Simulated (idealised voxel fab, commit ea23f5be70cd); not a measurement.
process module | voxel capacitor over wiring
cross-section cut | 235 nm wide | cells 5 nm
A cross-section is a grid of square cells, given in bands from the top down. A band is one or more rows of cells.
Each band's line starts with the height of the band's top and of its bottom, in nm. Then come its materials from left to right, each with its width in nm. One material with "throughout" fills the band from edge to edge. "air" is empty space.
Height 0 is the level under which the wafer as received is all one material. The lowest band goes on downwards, as in "0 down".
A width such as "30 to 40" changes by the same amount from each row of cells to the next, from the band's top row to its bottom row.
"no change" after a step means that no cell of the cross-section changed.
closed voids: empty space of 8 cells or more with no open way to the top, each as width x height at its distance from the left edge, in nm
after a step's settings: what the simulator itself notes on the step
overlay nm, on a step with a mask: how far to the right of its planned place the mask lay; to the left if negative
plan
1 op RECEIVE | material Si
2 op CONFORMAL_DEP | material SiO2 | thk nm 10
3 op DIRECTIONAL_DEP | material TiN | thk nm 5
4 op DIRECTIONAL_DEP | material Ru | thk nm 20
5 op MASKED_ETCH | tone cover | mask id METAL_1 | width nm 25 | pitch nm 75 | etch materials Ru | depth nm 20 | overlay nm 0
6 op MASKED_ETCH | tone cover | mask id METAL_1 | width nm 25 | pitch nm 75 | etch materials TiN | depth nm 5 | overlay nm 0
7 op FILL_DEP | material lowk | thk nm 5
8 op CMP | height nm 35
9 op CONFORMAL_DEP | material SiCN | thk nm 5
10 op DIRECTIONAL_DEP | material SiO2 | thk nm 10
11 op PATTERN | tone open | mask id PLUG_1 | material resist | width nm 15 | thk nm 20 | overlay nm -15
12 op DIRECTIONAL_ETCH | etch materials SiO2 | depth nm 10
13 op DIRECTIONAL_ETCH | etch materials SiCN | depth nm 5
14 op STRIP | etch materials resist
15 op CONFORMAL_DEP | material TiN | thk nm 5
16 op FILL_DEP | material Ru | thk nm 5
17 op CMP | height nm 50
18 op DIRECTIONAL_DEP | material TiN | thk nm 10
19 op DIRECTIONAL_DEP | material SiN | thk nm 5
20 op DIRECTIONAL_DEP | material TiN | thk nm 10
21 op MASKED_ETCH | tone cover | mask id UPPER_PLATE | width nm 55 | etch materials TiN | depth nm 10 | overlay nm 0
22 op MASKED_ETCH | tone cover | mask id UPPER_PLATE | width nm 55 | etch materials SiN | depth nm 5 | overlay nm 0
23 op PATTERN | tone cover | mask id LOWER_PLATE | material resist | width nm 65 | thk nm 20 | overlay nm 0
24 op DIRECTIONAL_ETCH | etch materials TiN | depth nm 10
25 op STRIP | etch materials resist
26 op FILL_DEP | material SiO2 | thk nm 15
27 op CMP | height nm 85
28 op PATTERN | tone open | mask id PLUG_2 | material resist | width nm 15 | thk nm 15 | overlay nm 0
29 op DIRECTIONAL_ETCH | etch materials SiO2 | depth nm 10
30 op STRIP | etch materials resist
31 op CONFORMAL_DEP | material TiN | thk nm 5
32 op FILL_DEP | material Ru | thk nm 5
33 op CMP | height nm 85
34 op CONFORMAL_DEP | material SiN | thk nm 5
varied across the wafers: overlay nm of step 11. The plan shows the first wafer's value. All wafers start alike
first wafer as received, after step 1
  0 down: Si throughout
  closed voids: none
each wafer at the end: cells of each material gained (+) or lost (-) since it was received, then its closed voids
overlay nm -15 | +43 Ru | +44 SiCN | +58 SiN | +446 SiO2 | +70 TiN | +185 lowk | closed voids: none
overlay nm -10 | +43 Ru | +44 SiCN | +58 SiN | +446 SiO2 | +70 TiN | +185 lowk | closed voids: none
overlay nm -5 | +43 Ru | +44 SiCN | +58 SiN | +446 SiO2 | +70 TiN | +185 lowk | closed voids: none
overlay nm 0 | +43 Ru | +44 SiCN | +58 SiN | +446 SiO2 | +70 TiN | +185 lowk | closed voids: none
overlay nm 5 | +43 Ru | +44 SiCN | +58 SiN | +446 SiO2 | +70 TiN | +185 lowk | closed voids: none
overlay nm 10 | +43 Ru | +44 SiCN | +58 SiN | +446 SiO2 | +70 TiN | +185 lowk | closed voids: none
overlay nm 15 | +43 Ru | +44 SiCN | +58 SiN | +446 SiO2 | +70 TiN | +185 lowk | closed voids: none
